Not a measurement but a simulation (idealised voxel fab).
The document below concerns the process module designated voxel quadruple lines.
Xsec cut, 225 nm wide, square cell size 5 nm.
Each cross-section below is a grid of square cells, stated as bands in top-down order, with one or more rows of cells making up each band.
Heights first: top, then bottom, in nm. Then materials, left to right, each with a width in nm. "edge to edge" on a single material: fills the band edge to edge. "empty": empty space.
Note: height 0 marks the level under which the wafer is uniformly one material as received. Lowest band unbounded below, written "0 down".
The width entry "30..40" should be interpreted row by row: the top row of cells in the band takes the first number, the bottom row takes the second number, and the change between adjacent rows is uniform throughout.
No cell of the cross-section changed in a step that is given as "no modifications".
Each empty space that has no open way to the top and spans at least 8 cells appears under "Sealed cavities" as width x height at distance, the distance counted from the left edge, all in nm.
Past the settings on a step's line: simulator remark, on that step.
What "overlay nm" on a step's line means: if the step has a mask, that mask lay this far to the right of its planned place, or, when the value is negative, to the left.
Heads up before you read on: it's before/after pairs around one process step each, after side only down to the lowest band that changed, step plus settings under the pair. Pairs can be from different runs of this module, same starting wafer, so only chain a pair onto the one above if its "Prior to processing" entry says so.

**Prior to processing**
> 80 to 65 | 40 of empty  65 of SiO2  15 of empty  65 of SiO2  40 of empty
> 65 to 55 | 40 of empty  15 of SiO2  35 of aC  15 of SiO2  15 of empty  15 of SiO2  35 of aC  15 of SiO2  40 of empty
> 55 to 40 | 55 of SiO2  35 of aC  45 of SiO2  35 of aC  55 of SiO2
> 40 to 20 | polySi edge to edge
> 20 to 5 | TiN edge to edge
> 5 to 0 | Al2O3 edge to edge
> 0 down | Si edge to edge
> Sealed cavities: none

**Sectional Result**
> 65 to 40 | 40 of empty  15 of SiO2  35 of aC  15 of SiO2  15 of empty  15 of SiO2  35 of aC  15 of SiO2  40 of empty
> At heights below 40, the structure remains unaltered.
> Sealed cavities: none
Step applied between the pre-step and post-step cross-sections shown above: op DIRECTIONAL_ETCH | etch materials SiO2 | depth nm 15

Prior to processing: = after-state of the pair above.

**Sectional Result**
> 65 to 40 | 40 of empty  15 of SiO2  35 of empty  15 of SiO2  15 of empty  15 of SiO2  35 of empty  15 of SiO2  40 of empty
> At heights below 40, the structure remains unaltered.
> Sealed cavities: none
Step applied between the pre-step and post-step cross-sections shown above: op STRIP | etch materials aC

Prior to processing: = after-state of the pair above.

**Sectional Result**
> 65 to 40 | 40 of empty  15 of SiO2  35 of empty  15 of SiO2  15 of empty  15 of SiO2  35 of empty  15 of SiO2  40 of empty
> 40 to 20 | 40 of empty  15 of polySi  35 of empty  15 of polySi  15 of empty  15 of polySi  35 of empty  15 of polySi  40 of empty
> At heights below 20, the structure remains unaltered.
> Sealed cavities: none
Step applied between the pre-step and post-step cross-sections shown above: op DIRECTIONAL_ETCH | etch materials polySi | depth nm 20

Prior to processing: = after-state of the pair above.

**Sectional Result**
> 40 to 20 | 40 of empty  15 of polySi  35 of empty  15 of polySi  15 of empty  15 of polySi  35 of empty  15 of polySi  40 of empty
> At heights below 20, the structure remains unaltered.
> Sealed cavities: none
Step applied between the pre-step and post-step cross-sections shown above: op STRIP | etch materials SiO2

Prior to processing: = after-state of the pair above.

**Sectional Result**
> 45 to 40 | 35 of empty  25 of SiCN  25 of empty  25 of SiCN  5 of empty  25 of SiCN  25 of empty  25 of SiCN  35 of empty
> 40 to 25 | 35 of empty  5 of SiCN  15 of polySi  5 of SiCN  25 of empty  5 of SiCN  15 of polySi  5 of SiCN  5 of empty  5 of SiCN  15 of polySi  5 of SiCN  25 of empty  5 of SiCN  15 of polySi  5 of SiCN  35 of empty
> 25 to 20 | 40 of SiCN  15 of polySi  35 of SiCN  15 of polySi  15 of SiCN  15 of polySi  35 of SiCN  15 of polySi  40 of SiCN
> At heights below 20, the structure remains unaltered.
> Sealed cavities: none
Step applied between the pre-step and post-step cross-sections shown above: op CONFORMAL_DEP | material SiCN | thk nm 5

Prior to processing: = after-state of the pair above.

**Sectional Result**
> 40 to 20 | 35 of empty  5 of SiCN  15 of polySi  5 of SiCN  25 of empty  5 of SiCN  15 of polySi  5 of SiCN  5 of empty  5 of SiCN  15 of polySi  5 of SiCN  25 of empty  5 of SiCN  15 of polySi  5 of SiCN  35 of empty
> At heights below 20, the structure remains unaltered.
> Sealed cavities: none
Step applied between the pre-step and post-step cross-sections shown above: op DIRECTIONAL_ETCH | etch materials SiCN | depth nm 5

Prior to processing: = after-state of the pair above.

**Sectional Result**
> 40 to 20 | 35 of empty  5 of SiCN  15 of empty  5 of SiCN  25 of empty  5 of SiCN  15 of empty  5 of SiCN  5 of empty  5 of SiCN  15 of empty  5 of SiCN  25 of empty  5 of SiCN  15 of empty  5 of SiCN  35 of empty
> At heights below 20, the structure remains unaltered.
> Sealed cavities: none
Step applied between the pre-step and post-step cross-sections shown above: op STRIP | etch materials polySi

Prior to processing: = after-state of the pair above.

**Sectional Result**
> 40 to 20 | 35 of empty  5 of SiCN  15 of empty  5 of SiCN  25 of empty  5 of SiCN  15 of empty  5 of SiCN  5 of empty  5 of SiCN  15 of empty  5 of SiCN  25 of empty  5 of SiCN  15 of empty  5 of SiCN  35 of empty
> 20 to 5 | 35 of empty  5 of TiN  15 of empty  5 of TiN  25 of empty  5 of TiN  15 of empty  5 of TiN  5 of empty  5 of TiN  15 of empty  5 of TiN  25 of empty  5 of TiN  15 of empty  5 of TiN  35 of empty
> At heights below 5, the structure remains unaltered.
> Sealed cavities: none
Step applied between the pre-step and post-step cross-sections shown above: op DIRECTIONAL_ETCH | etch materials TiN | depth nm 15

Prior to processing: = after-state of the pair above.

**Sectional Result**
> 20 to 5 | 35 of empty  5 of TiN  15 of empty  5 of TiN  25 of empty  5 of TiN  15 of empty  5 of TiN  5 of empty  5 of TiN  15 of empty  5 of TiN  25 of empty  5 of TiN  15 of empty  5 of TiN  35 of empty
> At heights below 5, the structure remains unaltered.
> Sealed cavities: none
Step applied between the pre-step and post-step cross-sections shown above: op STRIP | etch materials SiCN

Prior to processing: = after-state of the pair above.

**Sectional Result**
> 30 to 20 | SiO2 edge to edge
> 20 to 5 | 35 of SiO2  5 of TiN  15 of SiO2  5 of TiN  25 of SiO2  5 of TiN  15 of SiO2  5 of TiN  5 of SiO2  5 of TiN  15 of SiO2  5 of TiN  25 of SiO2  5 of TiN  15 of SiO2  5 of TiN  35 of SiO2
> At heights below 5, the structure remains unaltered.
> Sealed cavities: none
Step applied between the pre-step and post-step cross-sections shown above: op FILL_DEP | material SiO2 | thk nm 10

Prior to processing: = after-state of the pair above.

**Sectional Result**
> 20 to 5 | 35 of SiO2  5 of TiN  15 of SiO2  5 of TiN  25 of SiO2  5 of TiN  15 of SiO2  5 of TiN  5 of SiO2  5 of TiN  15 of SiO2  5 of TiN  25 of SiO2  5 of TiN  15 of SiO2  5 of TiN  35 of SiO2
> At heights below 5, the structure remains unaltered.
> Sealed cavities: none
Step applied between the pre-step and post-step cross-sections shown above: op CMP | height nm 20

**Prior to processing**
> 65 to 40 | aC edge to edge
> 40 to 20 | polySi edge to edge
> 20 to 5 | TiN edge to edge
> 5 to 0 | Al2O3 edge to edge
> 0 down | Si edge to edge
> Sealed cavities: none

**Sectional Result**
> 100 to 65 | 55 of empty  25 of resist  55 of empty  25 of resist  65 of empty
> At heights below 65, the structure remains unaltered.
> Sealed cavities: none
Step applied between the pre-step and post-step cross-sections shown above: op PATTERN | tone cover | mask id MANDREL | material resist | width nm 25 | pitch nm 80 | thk nm 35 | overlay nm -5

Prior to processing: = after-state of the pair above.

**Sectional Result**
> 75 to 65 | 55 of empty  25 of resist  55 of empty  25 of resist  65 of empty
> 65 to 40 | 55 of empty  25 of aC  55 of empty  25 of aC  65 of empty
> At heights below 40, the structure remains unaltered.
> Sealed cavities: none
Step applied between the pre-step and post-step cross-sections shown above: op DIRECTIONAL_ETCH | etch materials aC | depth nm 25

Prior to processing: = after-state of the pair above.

**Sectional Result**
> 65 to 40 | 55 of empty  25 of aC  55 of empty  25 of aC  65 of empty
> At heights below 40, the structure remains unaltered.
> Sealed cavities: none
Step applied between the pre-step and post-step cross-sections shown above: op STRIP | etch materials resist

Prior to processing: = after-state of the pair above.

**Sectional Result**
> 80 to 65 | 40 of empty  55 of SiO2  25 of empty  55 of SiO2  50 of empty
> 65 to 55 | 40 of empty  15 of SiO2  25 of aC  15 of SiO2  25 of empty  15 of SiO2  25 of aC  15 of SiO2  50 of empty
> 55 to 40 | 55 of SiO2  25 of aC  55 of SiO2  25 of aC  65 of SiO2
> At heights below 40, the structure remains unaltered.
> Sealed cavities: none
Step applied between the pre-step and post-step cross-sections shown above: op CONFORMAL_DEP | material SiO2 | thk nm 15

Prior to processing: = after-state of the pair above.

**Sectional Result**
> 65 to 40 | 40 of empty  15 of SiO2  25 of aC  15 of SiO2  25 of empty  15 of SiO2  25 of aC  15 of SiO2  50 of empty
> At heights below 40, the structure remains unaltered.
> Sealed cavities: none
Step applied between the pre-step and post-step cross-sections shown above: op DIRECTIONAL_ETCH | etch materials SiO2 | depth nm 15

Prior to processing: = after-state of the pair above.

**Sectional Result**
> 65 to 40 | 40 of empty  15 of SiO2  25 of empty  15 of SiO2  25 of empty  15 of SiO2  25 of empty  15 of SiO2  50 of empty
> At heights below 40, the structure remains unaltered.
> Sealed cavities: none
Step applied between the pre-step and post-step cross-sections shown above: op STRIP | etch materials aC

Prior to processing: = after-state of the pair above.

**Sectional Result**
> 65 to 40 | 40 of empty  15 of SiO2  25 of empty  15 of SiO2  25 of empty  15 of SiO2  25 of empty  15 of SiO2  50 of empty
> 40 to 20 | 40 of empty  15 of polySi  25 of empty  15 of polySi  25 of empty  15 of polySi  25 of empty  15 of polySi  50 of empty
> At heights below 20, the structure remains unaltered.
> Sealed cavities: none
Step applied between the pre-step and post-step cross-sections shown above: op DIRECTIONAL_ETCH | etch materials polySi | depth nm 20

Prior to processing: = after-state of the pair above.

**Sectional Result**
> 40 to 20 | 40 of empty  15 of polySi  25 of empty  15 of polySi  25 of empty  15 of polySi  25 of empty  15 of polySi  50 of empty
> At heights below 20, the structure remains unaltered.
> Sealed cavities: none
Step applied between the pre-step and post-step cross-sections shown above: op STRIP | etch materials SiO2

Prior to processing: = after-state of the pair above.

**Sectional Result**
> 45 to 40 | 35 of empty  25 of SiCN  15 of empty  25 of SiCN  15 of empty  25 of SiCN  15 of empty  25 of SiCN  45 of empty
> 40 to 25 | 35 of empty  5 of SiCN  15 of polySi  5 of SiCN  15 of empty  5 of SiCN  15 of polySi  5 of SiCN  15 of empty  5 of SiCN  15 of polySi  5 of SiCN  15 of empty  5 of SiCN  15 of polySi  5 of SiCN  45 of empty
> 25 to 20 | 40 of SiCN  15 of polySi  25 of SiCN  15 of polySi  25 of SiCN  15 of polySi  25 of SiCN  15 of polySi  50 of SiCN
> At heights below 20, the structure remains unaltered.
> Sealed cavities: none
Step applied between the pre-step and post-step cross-sections shown above: op CONFORMAL_DEP | material SiCN | thk nm 5

Prior to processing: = after-state of the pair above.

**Sectional Result**
> 40 to 20 | 35 of empty  5 of SiCN  15 of polySi  5 of SiCN  15 of empty  5 of SiCN  15 of polySi  5 of SiCN  15 of empty  5 of SiCN  15 of polySi  5 of SiCN  15 of empty  5 of SiCN  15 of polySi  5 of SiCN  45 of empty
> At heights below 20, the structure remains unaltered.
> Sealed cavities: none
Step applied between the pre-step and post-step cross-sections shown above: op DIRECTIONAL_ETCH | etch materials SiCN | depth nm 5

Prior to processing: = after-state of the pair above.

**Sectional Result**
> 40 to 20 | 35 of empty  5 of SiCN  15 of empty  5 of SiCN  15 of empty  5 of SiCN  15 of empty  5 of SiCN  15 of empty  5 of SiCN  15 of empty  5 of SiCN  15 of empty  5 of SiCN  15 of empty  5 of SiCN  45 of empty
> At heights below 20, the structure remains unaltered.
> Sealed cavities: none
Step applied between the pre-step and post-step cross-sections shown above: op STRIP | etch materials polySi

Prior to processing: = after-state of the pair above.

**Sectional Result**
> 40 to 20 | 35 of empty  5 of SiCN  15 of empty  5 of SiCN  15 of empty  5 of SiCN  15 of empty  5 of SiCN  15 of empty  5 of SiCN  15 of empty  5 of SiCN  15 of empty  5 of SiCN  15 of empty  5 of SiCN  45 of empty
> 20 to 5 | 35 of empty  5 of TiN  15 of empty  5 of TiN  15 of empty  5 of TiN  15 of empty  5 of TiN  15 of empty  5 of TiN  15 of empty  5 of TiN  15 of empty  5 of TiN  15 of empty  5 of TiN  45 of empty
> At heights below 5, the structure remains unaltered.
> Sealed cavities: none
Step applied between the pre-step and post-step cross-sections shown above: op DIRECTIONAL_ETCH | etch materials TiN | depth nm 15

Prior to processing: = after-state of the pair above.

**Sectional Result**
> 20 to 5 | 35 of empty  5 of TiN  15 of empty  5 of TiN  15 of empty  5 of TiN  15 of empty  5 of TiN  15 of empty  5 of TiN  15 of empty  5 of TiN  15 of empty  5 of TiN  15 of empty  5 of TiN  45 of empty
> At heights below 5, the structure remains unaltered.
> Sealed cavities: none
Step applied between the pre-step and post-step cross-sections shown above: op STRIP | etch materials SiCN

Prior to processing: = after-state of the pair above.

**Sectional Result**
> 30 to 20 | SiO2 edge to edge
> 20 to 5 | 35 of SiO2  5 of TiN  15 of SiO2  5 of TiN  15 of SiO2  5 of TiN  15 of SiO2  5 of TiN  15 of SiO2  5 of TiN  15 of SiO2  5 of TiN  15 of SiO2  5 of TiN  15 of SiO2  5 of TiN  45 of SiO2
> At heights below 5, the structure remains unaltered.
> Sealed cavities: none
Step applied between the pre-step and post-step cross-sections shown above: op FILL_DEP | material SiO2 | thk nm 10

Prior to processing: = after-state of the pair above.

**Sectional Result**
> 20 to 5 | 35 of SiO2  5 of TiN  15 of SiO2  5 of TiN  15 of SiO2  5 of TiN  15 of SiO2  5 of TiN  15 of SiO2  5 of TiN  15 of SiO2  5 of TiN  15 of SiO2  5 of TiN  15 of SiO2  5 of TiN  45 of SiO2
> At heights below 5, the structure remains unaltered.
> Sealed cavities: none
Step applied between the pre-step and post-step cross-sections shown above: op CMP | height nm 20

**Prior to processing**
> 0 down | Si edge to edge
> Sealed cavities: none

**Sectional Result**
> 5 to 0 | SiO2 edge to edge
> At heights below 0, the structure remains unaltered.
> Sealed cavities: none
Step applied between the pre-step and post-step cross-sections shown above: op CONFORMAL_DEP | material SiO2 | thk nm 5

Prior to processing: = after-state of the pair above.

**Sectional Result**
> 20 to 5 | TiN edge to edge
> At heights below 5, the structure remains unaltered.
> Sealed cavities: none
Step applied between the pre-step and post-step cross-sections shown above: op DIRECTIONAL_DEP | material TiN | thk nm 15

Prior to processing: = after-state of the pair above.

**Sectional Result**
> 40 to 20 | polySi edge to edge
> At heights below 20, the structure remains unaltered.
> Sealed cavities: none
Step applied between the pre-step and post-step cross-sections shown above: op DIRECTIONAL_DEP | material polySi | thk nm 20

Prior to processing: = after-state of the pair above.

**Sectional Result**
> 65 to 40 | aC edge to edge
> At heights below 40, the structure remains unaltered.
> Sealed cavities: none
Step applied between the pre-step and post-step cross-sections shown above: op DIRECTIONAL_DEP | material aC | thk nm 25

Prior to processing: = after-state of the pair above.

**Sectional Result**
> 100 to 65 | 60 of empty  25 of resist  55 of empty  25 of resist  60 of empty
> At heights below 65, the structure remains unaltered.
> Sealed cavities: none
Step applied between the pre-step and post-step cross-sections shown above: op PATTERN | tone cover | mask id MANDREL | material resist | width nm 25 | pitch nm 80 | thk nm 35 | overlay nm 0

Prior to processing: = after-state of the pair above.

**Sectional Result**
> 75 to 65 | 60 of empty  25 of resist  55 of empty  25 of resist  60 of empty
> 65 to 40 | 60 of empty  25 of aC  55 of empty  25 of aC  60 of empty
> At heights below 40, the structure remains unaltered.
> Sealed cavities: none
Step applied between the pre-step and post-step cross-sections shown above: op DIRECTIONAL_ETCH | etch materials aC | depth nm 25

Prior to processing: = after-state of the pair above.

**Sectional Result**
> 65 to 40 | 60 of empty  25 of aC  55 of empty  25 of aC  60 of empty
> At heights below 40, the structure remains unaltered.
> Sealed cavities: none
Step applied between the pre-step and post-step cross-sections shown above: op STRIP | etch materials resist

Prior to processing: = after-state of the pair above.

**Sectional Result**
> 80 to 65 | 45 of empty  55 of SiO2  25 of empty  55 of SiO2  45 of empty
> 65 to 55 | 45 of empty  15 of SiO2  25 of aC  15 of SiO2  25 of empty  15 of SiO2  25 of aC  15 of SiO2  45 of empty
> 55 to 40 | 60 of SiO2  25 of aC  55 of SiO2  25 of aC  60 of SiO2
> At heights below 40, the structure remains unaltered.
> Sealed cavities: none
Step applied between the pre-step and post-step cross-sections shown above: op CONFORMAL_DEP | material SiO2 | thk nm 15

Prior to processing: = after-state of the pair above.

**Sectional Result**
> 65 to 40 | 45 of empty  15 of SiO2  25 of aC  15 of SiO2  25 of empty  15 of SiO2  25 of aC  15 of SiO2  45 of empty
> At heights below 40, the structure remains unaltered.
> Sealed cavities: none
Step applied between the pre-step and post-step cross-sections shown above: op DIRECTIONAL_ETCH | etch materials SiO2 | depth nm 15

Prior to processing: = after-state of the pair above.

**Sectional Result**
> 65 to 40 | 45 of empty  15 of SiO2  25 of empty  15 of SiO2  25 of empty  15 of SiO2  25 of empty  15 of SiO2  45 of empty
> At heights below 40, the structure remains unaltered.
> Sealed cavities: none
Step applied between the pre-step and post-step cross-sections shown above: op STRIP | etch materials aC

Prior to processing: = after-state of the pair above.

**Sectional Result**
> 65 to 40 | 45 of empty  15 of SiO2  25 of empty  15 of SiO2  25 of empty  15 of SiO2  25 of empty  15 of SiO2  45 of empty
> 40 to 20 | 45 of empty  15 of polySi  25 of empty  15 of polySi  25 of empty  15 of polySi  25 of empty  15 of polySi  45 of empty
> At heights below 20, the structure remains unaltered.
> Sealed cavities: none
Step applied between the pre-step and post-step cross-sections shown above: op DIRECTIONAL_ETCH | etch materials polySi | depth nm 20

Prior to processing: = after-state of the pair above.

**Sectional Result**
> 40 to 20 | 45 of empty  15 of polySi  25 of empty  15 of polySi  25 of empty  15 of polySi  25 of empty  15 of polySi  45 of empty
> At heights below 20, the structure remains unaltered.
> Sealed cavities: none
Step applied between the pre-step and post-step cross-sections shown above: op STRIP | etch materials SiO2

Prior to processing: = after-state of the pair above.

**Sectional Result**
> 45 to 40 | 40 of empty  25 of SiCN  15 of empty  25 of SiCN  15 of empty  25 of SiCN  15 of empty  25 of SiCN  40 of empty
> 40 to 25 | 40 of empty  5 of SiCN  15 of polySi  5 of SiCN  15 of empty  5 of SiCN  15 of polySi  5 of SiCN  15 of empty  5 of SiCN  15 of polySi  5 of SiCN  15 of empty  5 of SiCN  15 of polySi  5 of SiCN  40 of empty
> 25 to 20 | 45 of SiCN  15 of polySi  25 of SiCN  15 of polySi  25 of SiCN  15 of polySi  25 of SiCN  15 of polySi  45 of SiCN
> At heights below 20, the structure remains unaltered.
> Sealed cavities: none
Step applied between the pre-step and post-step cross-sections shown above: op CONFORMAL_DEP | material SiCN | thk nm 5

Prior to processing: = after-state of the pair above.

**Sectional Result**
> 40 to 20 | 40 of empty  5 of SiCN  15 of polySi  5 of SiCN  15 of empty  5 of SiCN  15 of polySi  5 of SiCN  15 of empty  5 of SiCN  15 of polySi  5 of SiCN  15 of empty  5 of SiCN  15 of polySi  5 of SiCN  40 of empty
> At heights below 20, the structure remains unaltered.
> Sealed cavities: none
Step applied between the pre-step and post-step cross-sections shown above: op DIRECTIONAL_ETCH | etch materials SiCN | depth nm 5

Prior to processing: = after-state of the pair above.

**Sectional Result**
> 40 to 20 | 40 of empty  5 of SiCN  15 of empty  5 of SiCN  15 of empty  5 of SiCN  15 of empty  5 of SiCN  15 of empty  5 of SiCN  15 of empty  5 of SiCN  15 of empty  5 of SiCN  15 of empty  5 of SiCN  40 of empty
> At heights below 20, the structure remains unaltered.
> Sealed cavities: none
Step applied between the pre-step and post-step cross-sections shown above: op STRIP | etch materials polySi

Prior to processing: = after-state of the pair above.

**Sectional Result**
> 40 to 20 | 40 of empty  5 of SiCN  15 of empty  5 of SiCN  15 of empty  5 of SiCN  15 of empty  5 of SiCN  15 of empty  5 of SiCN  15 of empty  5 of SiCN  15 of empty  5 of SiCN  15 of empty  5 of SiCN  40 of empty
> 20 to 5 | 40 of empty  5 of TiN  15 of empty  5 of TiN  15 of empty  5 of TiN  15 of empty  5 of TiN  15 of empty  5 of TiN  15 of empty  5 of TiN  15 of empty  5 of TiN  15 of empty  5 of TiN  40 of empty
> At heights below 5, the structure remains unaltered.
> Sealed cavities: none
Step applied between the pre-step and post-step cross-sections shown above: op DIRECTIONAL_ETCH | etch materials TiN | depth nm 15

Prior to processing: = after-state of the pair above.

**Sectional Result**
> 20 to 5 | 40 of empty  5 of TiN  15 of empty  5 of TiN  15 of empty  5 of TiN  15 of empty  5 of TiN  15 of empty  5 of TiN  15 of empty  5 of TiN  15 of empty  5 of TiN  15 of empty  5 of TiN  40 of empty
> At heights below 5, the structure remains unaltered.
> Sealed cavities: none
Step applied between the pre-step and post-step cross-sections shown above: op STRIP | etch materials SiCN

Prior to processing: = after-state of the pair above.

**Sectional Result**
> 30 to 20 | SiO2 edge to edge
> 20 to 5 | 40 of SiO2  5 of TiN  15 of SiO2  5 of TiN  15 of SiO2  5 of TiN  15 of SiO2  5 of TiN  15 of SiO2  5 of TiN  15 of SiO2  5 of TiN  15 of SiO2  5 of TiN  15 of SiO2  5 of TiN  40 of SiO2
> At heights below 5, the structure remains unaltered.
> Sealed cavities: none
Step applied between the pre-step and post-step cross-sections shown above: op FILL_DEP | material SiO2 | thk nm 10

Prior to processing: = after-state of the pair above.

**Sectional Result**
> 20 to 5 | 40 of SiO2  5 of TiN  15 of SiO2  5 of TiN  15 of SiO2  5 of TiN  15 of SiO2  5 of TiN  15 of SiO2  5 of TiN  15 of SiO2  5 of TiN  15 of SiO2  5 of TiN  15 of SiO2  5 of TiN  40 of SiO2
> At heights below 5, the structure remains unaltered.
> Sealed cavities: none
Step applied between the pre-step and post-step cross-sections shown above: op CMP | height nm 20

**Prior to processing**
> 65 to 40 | aC edge to edge
> 40 to 20 | polySi edge to edge
> 20 to 5 | TiN edge to edge
> 5 to 0 | Al2O3 edge to edge
> 0 down | Si edge to edge
> Sealed cavities: none

**Sectional Result**
> 100 to 65 | 60 of resist  25 of empty  55 of resist  25 of empty  60 of resist
> At heights below 65, the structure remains unaltered.
> Sealed cavities: none
Step applied between the pre-step and post-step cross-sections shown above: op PATTERN | tone open | mask id MANDREL | material resist | width nm 25 | pitch nm 80 | thk nm 35 | overlay nm 0

Prior to processing: = after-state of the pair above.

**Sectional Result**
> 75 to 65 | 60 of resist  25 of empty  55 of resist  25 of empty  60 of resist
> 65 to 40 | 60 of aC  25 of empty  55 of aC  25 of empty  60 of aC
> At heights below 40, the structure remains unaltered.
> Sealed cavities: none
Step applied between the pre-step and post-step cross-sections shown above: op DIRECTIONAL_ETCH | etch materials aC | depth nm 25

Prior to processing: = after-state of the pair above.

**Sectional Result**
> 65 to 40 | 60 of aC  25 of empty  55 of aC  25 of empty  60 of aC
> At heights below 40, the structure remains unaltered.
> Sealed cavities: none
Step applied between the pre-step and post-step cross-sections shown above: op STRIP | etch materials resist

Prior to processing: = after-state of the pair above.

**Sectional Result**
> 80 to 65 | SiO2 edge to edge
> 65 to 40 | 60 of aC  25 of SiO2  55 of aC  25 of SiO2  60 of aC
> At heights below 40, the structure remains unaltered.
> Sealed cavities: none
Step applied between the pre-step and post-step cross-sections shown above: op CONFORMAL_DEP | material SiO2 | thk nm 15

Prior to processing: = after-state of the pair above.

**Sectional Result**
> 65 to 40 | 60 of aC  25 of SiO2  55 of aC  25 of SiO2  60 of aC
> At heights below 40, the structure remains unaltered.
> Sealed cavities: none
Step applied between the pre-step and post-step cross-sections shown above: op DIRECTIONAL_ETCH | etch materials SiO2 | depth nm 15

Prior to processing: = after-state of the pair above.

**Sectional Result**
> 65 to 40 | 60 of empty  25 of SiO2  55 of empty  25 of SiO2  60 of empty
> At heights below 40, the structure remains unaltered.
> Sealed cavities: none
Step applied between the pre-step and post-step cross-sections shown above: op STRIP | etch materials aC

Prior to processing: = after-state of the pair above.

**Sectional Result**
> 65 to 40 | 60 of empty  25 of SiO2  55 of empty  25 of SiO2  60 of empty
> 40 to 20 | 60 of empty  25 of polySi  55 of empty  25 of polySi  60 of empty
> At heights below 20, the structure remains unaltered.
> Sealed cavities: none
Step applied between the pre-step and post-step cross-sections shown above: op DIRECTIONAL_ETCH | etch materials polySi | depth nm 20

Prior to processing: = after-state of the pair above.

**Sectional Result**
> 40 to 20 | 60 of empty  25 of polySi  55 of empty  25 of polySi  60 of empty
> At heights below 20, the structure remains unaltered.
> Sealed cavities: none
Step applied between the pre-step and post-step cross-sections shown above: op STRIP | etch materials SiO2

Prior to processing: = after-state of the pair above.

**Sectional Result**
> 45 to 40 | 55 of empty  35 of SiCN  45 of empty  35 of SiCN  55 of empty
> 40 to 25 | 55 of empty  5 of SiCN  25 of polySi  5 of SiCN  45 of empty  5 of SiCN  25 of polySi  5 of SiCN  55 of empty
> 25 to 20 | 60 of SiCN  25 of polySi  55 of SiCN  25 of polySi  60 of SiCN
> At heights below 20, the structure remains unaltered.
> Sealed cavities: none
Step applied between the pre-step and post-step cross-sections shown above: op CONFORMAL_DEP | material SiCN | thk nm 5

Prior to processing: = after-state of the pair above.

**Sectional Result**
> 40 to 20 | 55 of empty  5 of SiCN  25 of polySi  5 of SiCN  45 of empty  5 of SiCN  25 of polySi  5 of SiCN  55 of empty
> At heights below 20, the structure remains unaltered.
> Sealed cavities: none
Step applied between the pre-step and post-step cross-sections shown above: op DIRECTIONAL_ETCH | etch materials SiCN | depth nm 5

Prior to processing: = after-state of the pair above.

**Sectional Result**
> 40 to 20 | 55 of empty  5 of SiCN  25 of empty  5 of SiCN  45 of empty  5 of SiCN  25 of empty  5 of SiCN  55 of empty
> At heights below 20, the structure remains unaltered.
> Sealed cavities: none
Step applied between the pre-step and post-step cross-sections shown above: op STRIP | etch materials polySi

Prior to processing: = after-state of the pair above.

**Sectional Result**
> 40 to 20 | 55 of empty  5 of SiCN  25 of empty  5 of SiCN  45 of empty  5 of SiCN  25 of empty  5 of SiCN  55 of empty
> 20 to 5 | 55 of empty  5 of TiN  25 of empty  5 of TiN  45 of empty  5 of TiN  25 of empty  5 of TiN  55 of empty
> At heights below 5, the structure remains unaltered.
> Sealed cavities: none
Step applied between the pre-step and post-step cross-sections shown above: op DIRECTIONAL_ETCH | etch materials TiN | depth nm 15

Prior to processing: = after-state of the pair above.

**Sectional Result**
> 20 to 5 | 55 of empty  5 of TiN  25 of empty  5 of TiN  45 of empty  5 of TiN  25 of empty  5 of TiN  55 of empty
> At heights below 5, the structure remains unaltered.
> Sealed cavities: none
Step applied between the pre-step and post-step cross-sections shown above: op STRIP | etch materials SiCN

Prior to processing: = after-state of the pair above.

**Sectional Result**
> 30 to 20 | SiO2 edge to edge
> 20 to 5 | 55 of SiO2  5 of TiN  25 of SiO2  5 of TiN  45 of SiO2  5 of TiN  25 of SiO2  5 of TiN  55 of SiO2
> At heights below 5, the structure remains unaltered.
> Sealed cavities: none
Step applied between the pre-step and post-step cross-sections shown above: op FILL_DEP | material SiO2 | thk nm 10

Prior to processing: = after-state of the pair above.

**Sectional Result**
> 20 to 5 | 55 of SiO2  5 of TiN  25 of SiO2  5 of TiN  45 of SiO2  5 of TiN  25 of SiO2  5 of TiN  55 of SiO2
> At heights below 5, the structure remains unaltered.
> Sealed cavities: none
Step applied between the pre-step and post-step cross-sections shown above: op CMP | height nm 20
